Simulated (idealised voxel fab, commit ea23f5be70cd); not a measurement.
Presented below is a process module, voxel released beams.
The width of the displayed cross-section, cut, is 250 nm; its cells are square, with a size of 5 nm.
Cross-section, as written here: a square-cell grid given band by band from the top down, where a band holds one or more rows of cells. Read a band's entry like this: the first values are the height of its top and the height of its bottom in nm, and what follows is the sequence of materials from left to right, each with its width in nm. Note that "air" is empty space, and that a single material marked "all across" reaches across the band from edge to edge. Counting heights begins at 0, where everything beneath is, in the wafer as received, one material. The lowest band has no bottom; it goes on downwards, as "z 0 and below" shows. A width given as "30..40" starts at the first number in the band's top row and ends at the second number in its bottom row, shifting by an equal amount at every step from row to row. "everything unchanged" (step): cross-section cells unchanged, all of them. Listed in "Closed void listing": every empty space of 8 or more cells without an open way to the top. Form: width x height at distance, the distance being from the left edge, all in nm. On a step's line, text after the settings is the simulator commenting on that step. For masked steps, "overlay nm" on the step line gives how far right of plan the mask actually lay; a minus sign means it lay to the left.
### Planned step list for the process
1,RECEIVE [material Si]
2,CONFORMAL_DEP [material Al2O3] [thk nm 10]
3,DIRECTIONAL_DEP [material SiO2] [thk nm 10]
4,DIRECTIONAL_DEP [material aC] [thk nm 15]
5,PATTERN [tone open] [mask id ANCHOR] [material resist] [width nm 25] [thk nm 30] [overlay nm 0]
6,DIRECTIONAL_ETCH [etch materials aC] [depth nm 15]
7,STRIP [etch materials resist]
8,DIRECTIONAL_ETCH [etch materials SiO2] [depth nm 20]
9,STRIP [etch materials aC]
10,CONFORMAL_DEP [material SiN] [thk nm 10]
11,PATTERN [tone cover] [mask id BEAM] [material resist] [width nm 70] [thk nm 15] [overlay nm 0]
12,DIRECTIONAL_ETCH [etch materials SiN] [depth nm 10]
13,STRIP [etch materials resist]
14,STRIP [etch materials SiO2]
Across this set of wafers, the varied parameter is the thk nm of step 3. Starting conditions are identical for every wafer, and the plan reports the value assigned to the first wafer.
### This is how the first of several wafers looked in cross-section when it arrived, which is after step 1
> z 0 and below = Si all across
> Closed void listing: none
### Per wafer, end of module: cells gained (+) or lost (-) per material since receipt, then closed voids
thk nm 10, +100 Al2O3, +36 SiN, Closed void listing: none
thk nm 15, +100 Al2O3, +40 SiN, Closed void listing: none
thk nm 20, +100 Al2O3, +44 SiN, Closed void listing: none
thk nm 25, +100 Al2O3, Closed void listing: none
thk nm 30, +100 Al2O3, Closed void listing: none
thk nm 35, +100 Al2O3, Closed void listing: none
